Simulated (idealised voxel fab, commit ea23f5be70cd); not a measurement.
process module | voxel ribs on slabs
cross-section cut | 265 nm wide | cells 5 nm
A cross-section is a grid of square cells, given in bands from the top down. A band is one or more rows of cells.
Each band's line starts with the height of the band's top and of its bottom, in nm. Then come its materials from left to right, each with its width in nm. One material with "throughout" fills the band from edge to edge. "air" is empty space.
Height 0 is the level under which the wafer as received is all one material. The lowest band goes on downwards, as in "0 down".
A width such as "30 to 40" changes by the same amount from each row of cells to the next, from the band's top row to its bottom row.
"no change" after a step means that no cell of the cross-section changed.
closed voids: empty space of 8 cells or more with no open way to the top, each as width x height at its distance from the left edge, in nm
after a step's settings: what the simulator itself notes on the step
overlay nm, on a step with a mask: how far to the right of its planned place the mask lay; to the left if negative
plan
1 op RECEIVE | material Si
2 op DIRECTIONAL_DEP | material SiO2 | thk nm 30
3 op DIRECTIONAL_DEP | material polySi | thk nm 20
4 op PATTERN | tone cover | mask id RIB | material resist | width nm 25 | thk nm 20 | overlay nm 0
5 op DIRECTIONAL_ETCH | etch materials polySi | depth nm 10
6 op STRIP | etch materials resist
7 op MASKED_ETCH | tone cover | mask id SLAB | width nm 65 | etch materials polySi | depth nm 10 | overlay nm 0
8 op FILL_DEP | material SiO2 | thk nm 15
9 op CMP | height nm 60
10 op DIRECTIONAL_DEP | material W | thk nm 5
11 op MASKED_ETCH | tone cover | mask id HEATER | width nm 35 | etch materials W | depth nm 5 | overlay nm 0
12 op CONFORMAL_DEP | material SiN | thk nm 10
as received, after step 1
  0 down: Si throughout
  closed voids: none
a wafer at the end: this start, this plan, one mistake
  75 to 70: air 110 | SiN 50 | air 105
  70 to 65: SiN throughout
  65 to 60: SiN 120 | W 30 | SiN 115
  60 to 50: SiO2 throughout
  50 to 40: SiO2 120 | polySi 25 | SiO2 120
  40 to 30: SiO2 100 | polySi 65 | SiO2 100
  30 to 0: SiO2 throughout
  0 down: Si throughout
  closed voids: none
what went wrong: step 11 ran as: op MASKED_ETCH | tone cover | mask id HEATER | width nm 30 | etch materials W | depth nm 5 | overlay nm 0
